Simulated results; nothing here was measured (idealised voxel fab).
Title: Process Module voxel trench capacitor
Pictured: cross-section cut, 205 nm wide, on a grid of 5 nm square cells.
Just so we're on the same page, the cross-sections are grids of square cells, and they're listed out in bands top to bottom, each band one or more rows deep.
The band entry comprises the height of the band's top followed by the height of its bottom, expressed in nm, and subsequently the band's materials from left to right, each stated together with its width in nm. Where a single material is marked with the word "full width", that material fills the band from edge to edge. The word "empty" represents empty space.
Beneath 0, the wafer as received is one material, and that level is where height counting begins. The lowest band goes on downward without a bottom; it is written like "0 nm and below".
Graded width ("30->40"): value in top row of band = first number; value in bottom row = second number; row-to-row change constant.
It should be understood that the words "remained unchanged", when stated for a given step, signify that the cross-section underwent no change in any of its cells during that step.
Basically, "Non-vented voids" tells you about the enclosed voids: empty spaces with no open way to the top, 8 cells or bigger, each written width x height at distance, where distance is from the left edge, all in nm.
Post-settings text on a step line: simulator's own remark regarding the step.
The "overlay nm" setting may appear on a step's line; for a step that uses a mask, it gives how far to the right of its planned position the mask lay, and a negative value indicates the left.
Quick note on how to read the rest: it's all pairs. You get the cross-section before a process step and the one after, but the after one only goes down as far as the lowest band that changed. The step in between, with its settings, sits under the pair. Heads up, the pairs can come from different runs of this module on the same starting wafer, so don't assume a pair picks up from the one above unless its "Pre-step section" entry says it does.
## Pre-step section
- 0 nm and below  Si full width
- Non-vented voids: none
## after
- 10 nm to 0 nm  SiN full width
- At heights below 0, the structure remains unaltered.
- Non-vented voids: none
Between the cross-sections above, the step performed was CONFORMAL_DEP (material SiN; thk nm 10)
Pre-step section: look at the pair above, its after cross-section is where this step starts.
## after
- 10 nm to 0 nm  SiN=70 / empty=25 / SiN=15 / empty=25 / SiN=70
- At heights below 0, the structure remains unaltered.
- Non-vented voids: none
Between the cross-sections above, the step performed was MASKED_ETCH (tone open; mask id TRENCH; width nm 25; pitch nm 40; etch materials SiN; depth nm 10; overlay nm 0)
Pre-step section: look at the pair above, its after cross-section is where this step starts.
## after
- 10 nm to 0 nm  SiN=70 / empty=25 / SiN=15 / empty=25 / SiN=70
- 0 nm to -30 nm  Si=70 / empty=25 / Si=15 / empty=25 / Si=70
- At heights below -30, the structure remains unaltered.
- Non-vented voids: none
Between the cross-sections above, the step performed was MASKED_ETCH (tone open; mask id TRENCH; width nm 25; pitch nm 40; etch materials Si; depth nm 30; overlay nm 0)
Pre-step section: look at the pair above, its after cross-section is where this step starts.
## after
- 15 nm to 10 nm  SiO2=75 / empty=15 / SiO2=25 / empty=15 / SiO2=75
- 10 nm to 0 nm  SiN=70 / SiO2=5 / empty=15 / SiO2=5 / SiN=15 / SiO2=5 / empty=15 / SiO2=5 / SiN=70
- 0 nm to -25 nm  Si=70 / SiO2=5 / empty=15 / SiO2=5 / Si=15 / SiO2=5 / empty=15 / SiO2=5 / Si=70
- -25 nm to -30 nm  Si=70 / SiO2=25 / Si=15 / SiO2=25 / Si=70
- At heights below -30, the structure remains unaltered.
- Non-vented voids: none
Between the cross-sections above, the step performed was CONFORMAL_DEP (material SiO2; thk nm 5)
Pre-step section: look at the pair above, its after cross-section is where this step starts.
## after
- 20 nm to 15 nm  polySi full width
- 15 nm to 10 nm  SiO2=75 / polySi=15 / SiO2=25 / polySi=15 / SiO2=75
- 10 nm to 0 nm  SiN=70 / SiO2=5 / polySi=15 / SiO2=5 / SiN=15 / SiO2=5 / polySi=15 / SiO2=5 / SiN=70
- 0 nm to -25 nm  Si=70 / SiO2=5 / polySi=15 / SiO2=5 / Si=15 / SiO2=5 / polySi=15 / SiO2=5 / Si=70
- At heights below -25, the structure remains unaltered.
- Non-vented voids: none
Between the cross-sections above, the step performed was FILL_DEP (material polySi; thk nm 5)
Pre-step section: look at the pair above, its after cross-section is where this step starts.
## after
- 10 nm to 0 nm  SiN=70 / SiO2=5 / polySi=15 / SiO2=5 / SiN=15 / SiO2=5 / polySi=15 / SiO2=5 / SiN=70
- At heights below 0, the structure remains unaltered.
- Non-vented voids: none
Between the cross-sections above, the step performed was CMP (height nm 10)
## Pre-step section
- 0 nm and below  Si full width
- Non-vented voids: none
## after
- 0 nm to -30 nm  Si=70 / empty=25 / Si=15 / empty=25 / Si=70
- At heights below -30, the structure remains unaltered.
- Non-vented voids: none
Between the cross-sections above, the step performed was MASKED_ETCH (tone open; mask id TRENCH; width nm 25; pitch nm 40; etch materials Si; depth nm 30; overlay nm 0)
Pre-step section: look at the pair above, its after cross-section is where this step starts.
## after
- 5 nm to 0 nm  SiO2=75 / empty=15 / SiO2=25 / empty=15 / SiO2=75
- 0 nm to -25 nm  Si=70 / SiO2=5 / empty=15 / SiO2=5 / Si=15 / SiO2=5 / empty=15 / SiO2=5 / Si=70
- -25 nm to -30 nm  Si=70 / SiO2=25 / Si=15 / SiO2=25 / Si=70
- At heights below -30, the structure remains unaltered.
- Non-vented voids: none
Between the cross-sections above, the step performed was CONFORMAL_DEP (material SiO2; thk nm 5)
Pre-step section: look at the pair above, its after cross-section is where this step starts.
## after
- 10 nm to 5 nm  polySi full width
- 5 nm to 0 nm  SiO2=75 / polySi=15 / SiO2=25 / polySi=15 / SiO2=75
- 0 nm to -25 nm  Si=70 / SiO2=5 / polySi=15 / SiO2=5 / Si=15 / SiO2=5 / polySi=15 / SiO2=5 / Si=70
- At heights below -25, the structure remains unaltered.
- Non-vented voids: none
Between the cross-sections above, the step performed was FILL_DEP (material polySi; thk nm 5)
## Pre-step section
- 10 nm to 0 nm  SiN=70 / empty=25 / SiN=15 / empty=25 / SiN=70
- 0 nm to -30 nm  Si=70 / empty=25 / Si=15 / empty=25 / Si=70
- -30 nm and below  Si full width
- Non-vented voids: none
## after
- 10 nm to 0 nm  SiN=70 / empty=25 / SiN=15 / empty=25 / SiN=70
- 0 nm to -60 nm  Si=70 / empty=25 / Si=15 / empty=25 / Si=70
- At heights below -60, the structure remains unaltered.
- Non-vented voids: none
Between the cross-sections above, the step performed was MASKED_ETCH (tone open; mask id TRENCH; width nm 25; pitch nm 40; etch materials Si; depth nm 30; overlay nm 0)
Pre-step section: look at the pair above, its after cross-section is where this step starts.
## after
- 15 nm to 10 nm  SiO2=75 / empty=15 / SiO2=25 / empty=15 / SiO2=75
- 10 nm to 0 nm  SiN=70 / SiO2=5 / empty=15 / SiO2=5 / SiN=15 / SiO2=5 / empty=15 / SiO2=5 / SiN=70
- 0 nm to -55 nm  Si=70 / SiO2=5 / empty=15 / SiO2=5 / Si=15 / SiO2=5 / empty=15 / SiO2=5 / Si=70
- -55 nm to -60 nm  Si=70 / SiO2=25 / Si=15 / SiO2=25 / Si=70
- At heights below -60, the structure remains unaltered.
- Non-vented voids: none
Between the cross-sections above, the step performed was CONFORMAL_DEP (material SiO2; thk nm 5)
Pre-step section: look at the pair above, its after cross-section is where this step starts.
## after
- 20 nm to 15 nm  polySi full width
- 15 nm to 10 nm  SiO2=75 / polySi=15 / SiO2=25 / polySi=15 / SiO2=75
- 10 nm to 0 nm  SiN=70 / SiO2=5 / polySi=15 / SiO2=5 / SiN=15 / SiO2=5 / polySi=15 / SiO2=5 / SiN=70
- 0 nm to -55 nm  Si=70 / SiO2=5 / polySi=15 / SiO2=5 / Si=15 / SiO2=5 / polySi=15 / SiO2=5 / Si=70
- At heights below -55, the structure remains unaltered.
- Non-vented voids: none
Between the cross-sections above, the step performed was FILL_DEP (material polySi; thk nm 5)
Pre-step section: look at the pair above, its after cross-section is where this step starts.
## after
- 10 nm to 0 nm  SiN=70 / SiO2=5 / polySi=15 / SiO2=5 / SiN=15 / SiO2=5 / polySi=15 / SiO2=5 / SiN=70
- At heights below 0, the structure remains unaltered.
- Non-vented voids: none
Between the cross-sections above, the step performed was CMP (height nm 10)
## Pre-step section
- 10 nm to 0 nm  SiN=70 / empty=25 / SiN=15 / empty=25 / SiN=70
- 0 nm and below  Si full width
- Non-vented voids: none
## after
- 10 nm to 0 nm  SiN=70 / empty=25 / SiN=15 / empty=25 / SiN=70
- 0 nm to -40 nm  Si=70 / empty=25 / Si=15 / empty=25 / Si=70
- At heights below -40, the structure remains unaltered.
- Non-vented voids: none
Between the cross-sections above, the step performed was MASKED_ETCH (tone open; mask id TRENCH; width nm 25; pitch nm 40; etch materials Si; depth nm 40; overlay nm 0)
Pre-step section: look at the pair above, its after cross-section is where this step starts.
## after
- 15 nm to 10 nm  SiO2=75 / empty=15 / SiO2=25 / empty=15 / SiO2=75
- 10 nm to 0 nm  SiN=70 / SiO2=5 / empty=15 / SiO2=5 / SiN=15 / SiO2=5 / empty=15 / SiO2=5 / SiN=70
- 0 nm to -35 nm  Si=70 / SiO2=5 / empty=15 / SiO2=5 / Si=15 / SiO2=5 / empty=15 / SiO2=5 / Si=70
- -35 nm to -40 nm  Si=70 / SiO2=25 / Si=15 / SiO2=25 / Si=70
- At heights below -40, the structure remains unaltered.
- Non-vented voids: none
Between the cross-sections above, the step performed was CONFORMAL_DEP (material SiO2; thk nm 5)
Pre-step section: look at the pair above, its after cross-section is where this step starts.
## after
- 20 nm to 15 nm  polySi full width
- 15 nm to 10 nm  SiO2=75 / polySi=15 / SiO2=25 / polySi=15 / SiO2=75
- 10 nm to 0 nm  SiN=70 / SiO2=5 / polySi=15 / SiO2=5 / SiN=15 / SiO2=5 / polySi=15 / SiO2=5 / SiN=70
- 0 nm to -35 nm  Si=70 / SiO2=5 / polySi=15 / SiO2=5 / Si=15 / SiO2=5 / polySi=15 / SiO2=5 / Si=70
- At heights below -35, the structure remains unaltered.
- Non-vented voids: none
Between the cross-sections above, the step performed was FILL_DEP (material polySi; thk nm 5)
Pre-step section: look at the pair above, its after cross-section is where this step starts.
## after
- 10 nm to 0 nm  SiN=70 / SiO2=5 / polySi=15 / SiO2=5 / SiN=15 / SiO2=5 / polySi=15 / SiO2=5 / SiN=70
- At heights below 0, the structure remains unaltered.
- Non-vented voids: none
Between the cross-sections above, the step performed was CMP (height nm 10)
## Pre-step section
- 10 nm to 0 nm  SiN full width
- 0 nm and below  Si full width
- Non-vented voids: none
## after
- 10 nm to 0 nm  SiN=75 / empty=20 / SiN=20 / empty=20 / SiN=70
- At heights below 0, the structure remains unaltered.
- Non-vented voids: none
Between the cross-sections above, the step performed was MASKED_ETCH (tone open; mask id TRENCH; width nm 20; pitch nm 40; etch materials SiN; depth nm 10; overlay nm 0)
Pre-step section: look at the pair above, its after cross-section is where this step starts.
## after
- 10 nm to 0 nm  SiN=75 / empty=20 / SiN=20 / empty=20 / SiN=70
- 0 nm to -30 nm  Si=75 / empty=20 / Si=20 / empty=20 / Si=70
- At heights below -30, the structure remains unaltered.
- Non-vented voids: none
Between the cross-sections above, the step performed was MASKED_ETCH (tone open; mask id TRENCH; width nm 25; pitch nm 40; etch materials Si; depth nm 30; overlay nm 0)
Pre-step section: look at the pair above, its after cross-section is where this step starts.
## after
- 15 nm to 10 nm  SiO2=80 / empty=10 / SiO2=30 / empty=10 / SiO2=75
- 10 nm to 0 nm  SiN=75 / SiO2=5 / empty=10 / SiO2=5 / SiN=20 / SiO2=5 / empty=10 / SiO2=5 / SiN=70
- 0 nm to -25 nm  Si=75 / SiO2=5 / empty=10 / SiO2=5 / Si=20 / SiO2=5 / empty=10 / SiO2=5 / Si=70
- -25 nm to -30 nm  Si=75 / SiO2=20 / Si=20 / SiO2=20 / Si=70
- At heights below -30, the structure remains unaltered.
- Non-vented voids: none
Between the cross-sections above, the step performed was CONFORMAL_DEP (material SiO2; thk nm 5)
Pre-step section: look at the pair above, its after cross-section is where this step starts.
## after
- 20 nm to 15 nm  polySi full width
- 15 nm to 10 nm  SiO2=80 / polySi=10 / SiO2=30 / polySi=10 / SiO2=75
- 10 nm to 0 nm  SiN=75 / SiO2=5 / polySi=10 / SiO2=5 / SiN=20 / SiO2=5 / polySi=10 / SiO2=5 / SiN=70
- 0 nm to -25 nm  Si=75 / SiO2=5 / polySi=10 / SiO2=5 / Si=20 / SiO2=5 / polySi=10 / SiO2=5 / Si=70
- At heights below -25, the structure remains unaltered.
- Non-vented voids: none
Between the cross-sections above, the step performed was FILL_DEP (material polySi; thk nm 5)
Pre-step section: look at the pair above, its after cross-section is where this step starts.
## after
- 10 nm to 0 nm  SiN=75 / SiO2=5 / polySi=10 / SiO2=5 / SiN=20 / SiO2=5 / polySi=10 / SiO2=5 / SiN=70
- At heights below 0, the structure remains unaltered.
- Non-vented voids: none
Between the cross-sections above, the step performed was CMP (height nm 10)
## Pre-step section
- 10 nm to 0 nm  SiN full width
- 0 nm and below  Si full width
- Non-vented voids: none
## after
- 10 nm to 0 nm  SiN=80 / empty=25 / SiN=15 / empty=25 / SiN=60
- At heights below 0, the structure remains unaltered.
- Non-vented voids: none
Between the cross-sections above, the step performed was MASKED_ETCH (tone open; mask id TRENCH; width nm 25; pitch nm 40; etch materials SiN; depth nm 10; overlay nm 10)
Pre-step section: look at the pair above, its after cross-section is where this step starts.
## after
- 10 nm to 0 nm  SiN=80 / empty=25 / SiN=15 / empty=25 / SiN=60
- 0 nm to -30 nm  Si=80 / empty=15 / Si=25 / empty=15 / Si=70
- At heights below -30, the structure remains unaltered.
- Non-vented voids: none
Between the cross-sections above, the step performed was MASKED_ETCH (tone open; mask id TRENCH; width nm 25; pitch nm 40; etch materials Si; depth nm 30; overlay nm 0)
Pre-step section: look at the pair above, its after cross-section is where this step starts.
## after
- 15 nm to 10 nm  SiO2=85 / empty=15 / SiO2=25 / empty=15 / SiO2=65
- 10 nm to 0 nm  SiN=80 / SiO2=5 / empty=15->5 / SiO2=5->15 / SiN=15 / SiO2=5 / empty=15->5 / SiO2=5->15 / SiN=60
- 0 nm to -25 nm  Si=80 / SiO2=5 / empty=5 / SiO2=5 / Si=25 / SiO2=5 / empty=5 / SiO2=5 / Si=70
- -25 nm to -30 nm  Si=80 / SiO2=15 / Si=25 / SiO2=15 / Si=70
- At heights below -30, the structure remains unaltered.
- Non-vented voids: none
Between the cross-sections above, the step performed was CONFORMAL_DEP (material SiO2; thk nm 5)
Pre-step section: look at the pair above, its after cross-section is where this step starts.
## after
- 20 nm to 15 nm  polySi full width
- 15 nm to 10 nm  SiO2=85 / polySi=15 / SiO2=25 / polySi=15 / SiO2=65
- 10 nm to 0 nm  SiN=80 / SiO2=5 / polySi=15->5 / SiO2=5->15 / SiN=15 / SiO2=5 / polySi=15->5 / SiO2=5->15 / SiN=60
- 0 nm to -25 nm  Si=80 / SiO2=5 / polySi=5 / SiO2=5 / Si=25 / SiO2=5 / polySi=5 / SiO2=5 / Si=70
- At heights below -25, the structure remains unaltered.
- Non-vented voids: none
Between the cross-sections above, the step performed was FILL_DEP (material polySi; thk nm 5)
Pre-step section: look at the pair above, its after cross-section is where this step starts.
## after
- 10 nm to 0 nm  SiN=80 / SiO2=5 / polySi=15->5 / SiO2=5->15 / SiN=15 / SiO2=5 / polySi=15->5 / SiO2=5->15 / SiN=60
- At heights below 0, the structure remains unaltered.
- Non-vented voids: none
Between the cross-sections above, the step performed was CMP (height nm 10)
## Pre-step section
- 0 nm and below  Si full width
- Non-vented voids: none
## after
- 10 nm to 0 nm  SiO2 full width
- At heights below 0, the structure remains unaltered.
- Non-vented voids: none
Between the cross-sections above, the step performed was CONFORMAL_DEP (material SiO2; thk nm 10)
Pre-step section: look at the pair above, its after cross-section is where this step starts.
## after
- 15 nm to 0 nm  SiO2 full width
- At heights below 0, the structure remains unaltered.
- Non-vented voids: none
Between the cross-sections above, the step performed was CONFORMAL_DEP (material SiO2; thk nm 5)
Pre-step section: look at the pair above, its after cross-section is where this step starts.
## after
- 20 nm to 15 nm  polySi full width
- At heights below 15, the structure remains unaltered.
- Non-vented voids: none
Between the cross-sections above, the step performed was FILL_DEP (material polySi; thk nm 5)
Pre-step section: look at the pair above, its after cross-section is where this step starts.
## after
- 10 nm to 0 nm  SiO2 full width
- At heights below 0, the structure remains unaltered.
- Non-vented voids: none
Between the cross-sections above, the step performed was CMP (height nm 10)
## Pre-step section
- 10 nm to 0 nm  SiN full width
- 0 nm and below  Si full width
- Non-vented voids: none
## after
- 10 nm to 0 nm  empty=70 / SiN=25 / empty=15 / SiN=25 / empty=70
- At heights below 0, the structure remains unaltered.
- Non-vented voids: none
Between the cross-sections above, the step performed was MASKED_ETCH (tone cover; mask id TRENCH; width nm 25; pitch nm 40; etch materials SiN; depth nm 10; overlay nm 0)
Pre-step section: look at the pair above, its after cross-section is where this step starts.
## after
- 15 nm to 10 nm  empty=65 / SiO2=35 / empty=5 / SiO2=35 / empty=65
- 10 nm to 5 nm  empty=65 / SiO2=5 / SiN=25 / SiO2=5 / empty=5 / SiO2=5 / SiN=25 / SiO2=5 / empty=65
- 5 nm to 0 nm  SiO2=70 / SiN=25 / SiO2=15 / SiN=25 / SiO2=70
- At heights below 0, the structure remains unaltered.
- Non-vented voids: none
Between the cross-sections above, the step performed was CONFORMAL_DEP (material SiO2; thk nm 5)
Pre-step section: look at the pair above, its after cross-section is where this step starts.
## after
- 20 nm to 15 nm  polySi full width
- 15 nm to 10 nm  polySi=65 / SiO2=35 / polySi=5 / SiO2=35 / polySi=65
- 10 nm to 5 nm  polySi=65 / SiO2=5 / SiN=25 / SiO2=5 / polySi=5 / SiO2=5 / SiN=25 / SiO2=5 / polySi=65
- At heights below 5, the structure remains unaltered.
- Non-vented voids: none
Between the cross-sections above, the step performed was FILL_DEP (material polySi; thk nm 5)
Pre-step section: look at the pair above, its after cross-section is where this step starts.
## after
- 10 nm to 5 nm  polySi=65 / SiO2=5 / SiN=25 / SiO2=5 / polySi=5 / SiO2=5 / SiN=25 / SiO2=5 / polySi=65
- At heights below 5, the structure remains unaltered.
- Non-vented voids: none
Between the cross-sections above, the step performed was CMP (height nm 10)
